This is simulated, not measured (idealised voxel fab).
Presented below is a process module, voxel self aligned contacts.
Square cell edge 5 nm, section width 265 nm, ID cut.
The cross-sections in this document take the form of a grid made of square cells. They are written out as bands, in order from top to bottom. Each band consists of one or more rows of cells.
Look at the band entry: it leads with the top's height and the bottom's height in nm. Then it lists the materials left to right, with a width in nm for each. The word "full width" on a single material says that material fills the band edge to edge. The word "blank" is empty space.
Height datum 0, below which the as-received substrate wafer is one material. Lowest band open at the bottom, running downward: "z 0 and below".
The two numbers in a width such as "30..40" mark its ends across the band: the first belongs to the top row of cells, the second to the bottom row, and from each row to the next the width moves by the same amount.
The cross-section has no changed cell in any step marked "nothing changed".
Any empty space of 8 cells or more lacking an open way to the top shows up in "Completely enclosed voids" as width x height at distance, distance from the left edge, in nm.
It should be noted that, on the line of a given step, the content following the step's settings is a remark produced by the simulator itself with respect to that step.
overlay nm: on a step with a mask, how far right of its planned place the mask lay; negative means left.

Steps planned for the process
1: RECEIVE, material Si
2: CONFORMAL_DEP, material SiO2, thk nm 5
3: DIRECTIONAL_DEP, material polySi, thk nm 25
4: DIRECTIONAL_DEP, material SiN, thk nm 20
5: DIRECTIONAL_DEP, material aC, thk nm 10
6: PATTERN, tone cover, mask id GATE, material resist, width nm 25, pitch nm 70, thk nm 30, overlay nm 0
7: DIRECTIONAL_ETCH, etch materials aC, depth nm 10
8: STRIP, etch materials resist
9: DIRECTIONAL_ETCH, etch materials SiN, depth nm 20
10: DIRECTIONAL_ETCH, etch materials polySi, depth nm 25
11: STRIP, etch materials aC
12: CONFORMAL_DEP, material SiN, thk nm 10
13: DIRECTIONAL_ETCH, etch materials SiN, depth nm 10
14: FILL_DEP, material SiO2, thk nm 15
15: CMP, height nm 55
16: DIRECTIONAL_DEP, material aC, thk nm 15
17: PATTERN, tone open, mask id CONTACT, material resist, width nm 55, thk nm 35, overlay nm 0
18: DIRECTIONAL_ETCH, etch materials aC, depth nm 15
19: STRIP, etch materials resist
20: DIRECTIONAL_ETCH, etch materials SiO2, depth nm 55
21: STRIP, etch materials aC
22: CONFORMAL_DEP, material TiN, thk nm 5
23: FILL_DEP, material Ru, thk nm 10
24: CMP, height nm 55
25: CONFORMAL_DEP, material SiN, thk nm 5

Wafer, first of two, run as planned

Wafer at receipt (post step 1), cross-section
z 0 and below  Si full width
Completely enclosed voids: none

Step 2 done - wafer cross-section
z 5 to 0  SiO2 full width
Rest of section, below 0: as before.

Step 3 done - wafer cross-section
z 30 to 5  polySi full width
Rest of section, below 5: as before.

Step 4 done - wafer cross-section
z 50 to 30  SiN full width
Rest of section, below 30: as before.

Step 5 done - wafer cross-section
z 60 to 50  aC full width
Rest of section, below 50: as before.

Step 6 done - wafer cross-section
z 90 to 60  blank=85 / resist=25 / blank=45 / resist=25 / blank=85
Rest of section, below 60: as before.

Step 7 done - wafer cross-section
z 80 to 60  blank=85 / resist=25 / blank=45 / resist=25 / blank=85
z 60 to 50  blank=85 / aC=25 / blank=45 / aC=25 / blank=85
Rest of section, below 50: as before.

Step 8 done - wafer cross-section
z 60 to 50  blank=85 / aC=25 / blank=45 / aC=25 / blank=85
Rest of section, below 50: as before.

Step 9 done - wafer cross-section
z 60 to 50  blank=85 / aC=25 / blank=45 / aC=25 / blank=85
z 50 to 30  blank=85 / SiN=25 / blank=45 / SiN=25 / blank=85
Rest of section, below 30: as before.

Step 10 done - wafer cross-section
z 60 to 50  blank=85 / aC=25 / blank=45 / aC=25 / blank=85
z 50 to 30  blank=85 / SiN=25 / blank=45 / SiN=25 / blank=85
z 30 to 5  blank=85 / polySi=25 / blank=45 / polySi=25 / blank=85
Rest of section, below 5: as before.

Step 11 done - wafer cross-section
z 50 to 30  blank=85 / SiN=25 / blank=45 / SiN=25 / blank=85
Rest of section, below 30: as before.

Step 12 done - wafer cross-section
z 60 to 30  blank=75 / SiN=45 / blank=25 / SiN=45 / blank=75
z 30 to 15  blank=75 / SiN=10 / polySi=25 / SiN=10 / blank=25 / SiN=10 / polySi=25 / SiN=10 / blank=75
z 15 to 5  SiN=85 / polySi=25 / SiN=45 / polySi=25 / SiN=85
Rest of section, below 5: as before.

Step 13 done - wafer cross-section
z 50 to 30  blank=75 / SiN=45 / blank=25 / SiN=45 / blank=75
z 30 to 5  blank=75 / SiN=10 / polySi=25 / SiN=10 / blank=25 / SiN=10 / polySi=25 / SiN=10 / blank=75
Rest of section, below 5: as before.

Step 14 done - wafer cross-section
z 65 to 50  SiO2 full width
z 50 to 30  SiO2=75 / SiN=45 / SiO2=25 / SiN=45 / SiO2=75
z 30 to 5  SiO2=75 / SiN=10 / polySi=25 / SiN=10 / SiO2=25 / SiN=10 / polySi=25 / SiN=10 / SiO2=75
Rest of section, below 5: as before.

Step 15 done - wafer cross-section
z 55 to 50  SiO2 full width
Rest of section, below 50: as before.

Step 16 done - wafer cross-section
z 70 to 55  aC full width
Rest of section, below 55: as before.

Step 17 done - wafer cross-section
z 105 to 70  resist=105 / blank=55 / resist=105
Rest of section, below 70: as before.

Step 18 done - wafer cross-section
z 90 to 70  resist=105 / blank=55 / resist=105
z 70 to 55  aC=105 / blank=55 / aC=105
Rest of section, below 55: as before.

Step 19 done - wafer cross-section
z 70 to 55  aC=105 / blank=55 / aC=105
Rest of section, below 55: as before.

Step 20 done - wafer cross-section
z 70 to 55  aC=105 / blank=55 / aC=105
z 55 to 50  SiO2=105 / blank=55 / SiO2=105
z 50 to 30  SiO2=75 / SiN=45 / blank=25 / SiN=45 / SiO2=75
z 30 to 5  SiO2=75 / SiN=10 / polySi=25 / SiN=10 / blank=25 / SiN=10 / polySi=25 / SiN=10 / SiO2=75
z 5 to 0  SiO2=120 / blank=25 / SiO2=120
Rest of section, below 0: as before.

Step 21 done - wafer cross-section
z 55 to 50  SiO2=105 / blank=55 / SiO2=105
Rest of section, below 50: as before.

Step 22 done - wafer cross-section
z 60 to 55  TiN=110 / blank=45 / TiN=110
z 55 to 50  SiO2=105 / TiN=20 / blank=15 / TiN=20 / SiO2=105
z 50 to 30  SiO2=75 / SiN=45 / TiN=5 / blank=15 / TiN=5 / SiN=45 / SiO2=75
z 30 to 5  SiO2=75 / SiN=10 / polySi=25 / SiN=10 / TiN=5 / blank=15 / TiN=5 / SiN=10 / polySi=25 / SiN=10 / SiO2=75
z 5 to 0  SiO2=120 / TiN=25 / SiO2=120
Rest of section, below 0: as before.

Step 23 done - wafer cross-section
z 70 to 60  Ru full width
z 60 to 55  TiN=110 / Ru=45 / TiN=110
z 55 to 50  SiO2=105 / TiN=20 / Ru=15 / TiN=20 / SiO2=105
z 50 to 30  SiO2=75 / SiN=45 / TiN=5 / Ru=15 / TiN=5 / SiN=45 / SiO2=75
z 30 to 5  SiO2=75 / SiN=10 / polySi=25 / SiN=10 / TiN=5 / Ru=15 / TiN=5 / SiN=10 / polySi=25 / SiN=10 / SiO2=75
Rest of section, below 5: as before.

Step 24 done - wafer cross-section
z 55 to 50  SiO2=105 / TiN=20 / Ru=15 / TiN=20 / SiO2=105
Rest of section, below 50: as before.

Step 25 done - wafer cross-section
z 60 to 55  SiN full width
Rest of section, below 55: as before.

What follows concerns the second wafer, which started out like the first and was meant to follow the very same plan; one mistake crept in when it was run, but everything up to and including step 1 is the same as for the first wafer

X-section, second wafer, when step 2 was due to finish: nothing changed

X-section, second wafer, when step 3 was due to finish
z 25 to 0  polySi full width
Rest of section, below 0: as before.

X-section, second wafer, when step 4 was due to finish
z 45 to 25  SiN full width
Rest of section, below 25: as before.

X-section, second wafer, when step 5 was due to finish
z 55 to 45  aC full width
Rest of section, below 45: as before.

X-section, second wafer, when step 6 was due to finish
z 85 to 55  blank=85 / resist=25 / blank=45 / resist=25 / blank=85
Rest of section, below 55: as before.

X-section, second wafer, when step 7 was due to finish
z 75 to 55  blank=85 / resist=25 / blank=45 / resist=25 / blank=85
z 55 to 45  blank=85 / aC=25 / blank=45 / aC=25 / blank=85
Rest of section, below 45: as before.

X-section, second wafer, when step 8 was due to finish
z 55 to 45  blank=85 / aC=25 / blank=45 / aC=25 / blank=85
Rest of section, below 45: as before.

X-section, second wafer, when step 9 was due to finish
z 55 to 45  blank=85 / aC=25 / blank=45 / aC=25 / blank=85
z 45 to 25  blank=85 / SiN=25 / blank=45 / SiN=25 / blank=85
Rest of section, below 25: as before.

X-section, second wafer, when step 10 was due to finish
z 55 to 45  blank=85 / aC=25 / blank=45 / aC=25 / blank=85
z 45 to 25  blank=85 / SiN=25 / blank=45 / SiN=25 / blank=85
z 25 to 0  blank=85 / polySi=25 / blank=45 / polySi=25 / blank=85
Rest of section, below 0: as before.

X-section, second wafer, when step 11 was due to finish
z 45 to 25  blank=85 / SiN=25 / blank=45 / SiN=25 / blank=85
Rest of section, below 25: as before.

X-section, second wafer, when step 12 was due to finish
z 55 to 25  blank=75 / SiN=45 / blank=25 / SiN=45 / blank=75
z 25 to 10  blank=75 / SiN=10 / polySi=25 / SiN=10 / blank=25 / SiN=10 / polySi=25 / SiN=10 / blank=75
z 10 to 0  SiN=85 / polySi=25 / SiN=45 / polySi=25 / SiN=85
Rest of section, below 0: as before.

X-section, second wafer, when step 13 was due to finish
z 45 to 25  blank=75 / SiN=45 / blank=25 / SiN=45 / blank=75
z 25 to 0  blank=75 / SiN=10 / polySi=25 / SiN=10 / blank=25 / SiN=10 / polySi=25 / SiN=10 / blank=75
Rest of section, below 0: as before.

X-section, second wafer, when step 14 was due to finish
z 60 to 45  SiO2 full width
z 45 to 25  SiO2=75 / SiN=45 / SiO2=25 / SiN=45 / SiO2=75
z 25 to 0  SiO2=75 / SiN=10 / polySi=25 / SiN=10 / SiO2=25 / SiN=10 / polySi=25 / SiN=10 / SiO2=75
Rest of section, below 0: as before.

X-section, second wafer, when step 15 was due to finish
z 55 to 45  SiO2 full width
Rest of section, below 45: as before.

X-section, second wafer, when step 16 was due to finish
z 70 to 55  aC full width
Rest of section, below 55: as before.

X-section, second wafer, when step 17 was due to finish
z 105 to 70  resist=105 / blank=55 / resist=105
Rest of section, below 70: as before.

X-section, second wafer, when step 18 was due to finish
z 90 to 70  resist=105 / blank=55 / resist=105
z 70 to 55  aC=105 / blank=55 / aC=105
Rest of section, below 55: as before.

X-section, second wafer, when step 19 was due to finish
z 70 to 55  aC=105 / blank=55 / aC=105
Rest of section, below 55: as before.

X-section, second wafer, when step 20 was due to finish
z 70 to 55  aC=105 / blank=55 / aC=105
z 55 to 45  SiO2=105 / blank=55 / SiO2=105
z 45 to 25  SiO2=75 / SiN=45 / blank=25 / SiN=45 / SiO2=75
z 25 to 0  SiO2=75 / SiN=10 / polySi=25 / SiN=10 / blank=25 / SiN=10 / polySi=25 / SiN=10 / SiO2=75
Rest of section, below 0: as before.

X-section, second wafer, when step 21 was due to finish
z 55 to 45  SiO2=105 / blank=55 / SiO2=105
Rest of section, below 45: as before.

X-section, second wafer, when step 22 was due to finish
z 60 to 55  TiN=110 / blank=45 / TiN=110
z 55 to 45  SiO2=105 / TiN=5..20 / blank=45..15 / TiN=5..20 / SiO2=105
z 45 to 25  SiO2=75 / SiN=45 / TiN=5 / blank=15 / TiN=5 / SiN=45 / SiO2=75
z 25 to 5  SiO2=75 / SiN=10 / polySi=25 / SiN=10 / TiN=5 / blank=15 / TiN=5 / SiN=10 / polySi=25 / SiN=10 / SiO2=75
z 5 to 0  SiO2=75 / SiN=10 / polySi=25 / SiN=10 / TiN=25 / SiN=10 / polySi=25 / SiN=10 / SiO2=75
Rest of section, below 0: as before.

X-section, second wafer, when step 23 was due to finish
z 70 to 60  Ru full width
z 60 to 55  TiN=110 / Ru=45 / TiN=110
z 55 to 45  SiO2=105 / TiN=5..20 / Ru=45..15 / TiN=5..20 / SiO2=105
z 45 to 25  SiO2=75 / SiN=45 / TiN=5 / Ru=15 / TiN=5 / SiN=45 / SiO2=75
z 25 to 5  SiO2=75 / SiN=10 / polySi=25 / SiN=10 / TiN=5 / Ru=15 / TiN=5 / SiN=10 / polySi=25 / SiN=10 / SiO2=75
Rest of section, below 5: as before.

X-section, second wafer, when step 24 was due to finish
z 55 to 45  SiO2=105 / TiN=5..20 / Ru=45..15 / TiN=5..20 / SiO2=105
Rest of section, below 45: as before.

X-section, second wafer, when step 25 was due to finish
z 60 to 55  SiN full width
Rest of section, below 55: as before.
What was the processing mistake? with respect to the plan, step 2 was omitted and not executed
End of process, cell counts, second wafer against first, materials with more or fewer: Ru: 6 more; SiO2: 6 fewer
